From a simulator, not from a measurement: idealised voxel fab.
Title: Process Module voxel fin reveal
The cross-section shown here is cut; it is 180 nm wide and divided into square cells measuring 5 nm on a side.
Cross-sections here: square-cell grids, written as top-down lists of bands, a band being one or more rows of cells.
What a band's entry tells you: where the top is and where the bottom is, as heights in nm, and after that what lies inside, material by material from left to right, each with its width in nm. Empty space is written as the word "air", and a single material marked with the word "edge to edge" occupies the band from edge to edge.
The reference from which all heights are counted is 0, the level beneath which the as-received wafer is entirely one material; the lowest band, having no lower bound, proceeds downward and is written after the example "top 0, no bottom".
Width "30->40": first value at the band's top row of cells, second value at its bottom row, equal change from row to row.
It should be understood that the words "nothing changed", when stated for a given step, signify that the cross-section underwent no change in any of its cells during that step.
For the entry "Cavities, closed", the listed items are empty spaces with no open way to the top whose size is 8 cells or more; each item follows the pattern width x height at distance, where distance is from the left edge and all three are in nm.
Where a step's line continues beyond its settings, the continuation is a remark by the simulator itself on that step.
"overlay nm" on a masked step: distance the mask lay right of its planned place, negative for left.
LISTED BELOW ARE THE PROCESS STEPS AS PLANNED
1) RECEIVE with material Si
2) CONFORMAL_DEP with material SiN, thk nm 10
3) PATTERN with tone cover, mask id FINS, material resist, width nm 15, pitch nm 45, thk nm 15, overlay nm 0
4) DIRECTIONAL_ETCH with etch materials SiN, depth nm 10
5) DIRECTIONAL_ETCH with etch materials Si, depth nm 40
6) STRIP with etch materials resist
7) OXIDIZE with depth nm 5
8) FILL_DEP with material SiO2, thk nm 10
9) CMP with height nm 10
10) SELECTIVE_ETCH with etch materials SiO2, depth nm 30
11) STRIP with etch materials SiN
12) CONFORMAL_DEP with material HfO2, thk nm 5
THE CROSS-SECTION HERE SHOWS THE WAFER AS RECEIVED, I.E. IN ITS STATE AFTER STEP 1
top 0, no bottom | Si edge to edge
Cavities, closed: none
POST-MODULE CROSS-SECTION: IDENTICAL START AND PLAN TO THOSE ABOVE, ONE MISSTEP IN EXECUTION
top 5, bottom 0 | 55 nm air, 25 nm HfO2, 20 nm air, 25 nm HfO2, 55 nm air
top 0, bottom -35 | 55 nm air, 5 nm HfO2, 5 nm SiO2, 5 nm Si, 5 nm SiO2, 5 nm HfO2, 20 nm air, 5 nm HfO2, 5 nm SiO2, 5 nm Si, 5 nm SiO2, 5 nm HfO2, 55 nm air
top -35, bottom -40 | 60 nm HfO2, 5 nm SiO2, 5 nm Si, 5 nm SiO2, 30 nm HfO2, 5 nm SiO2, 5 nm Si, 5 nm SiO2, 60 nm HfO2
top -40, bottom -45 | 65 nm SiO2, 5 nm Si, 40 nm SiO2, 5 nm Si, 65 nm SiO2
top -45, no bottom | Si edge to edge
Cavities, closed: none
In executing the process, a mistake was made relative to the plan: step 8 did not happen as planned, as run it was FILL_DEP with material SiN, thk nm 10
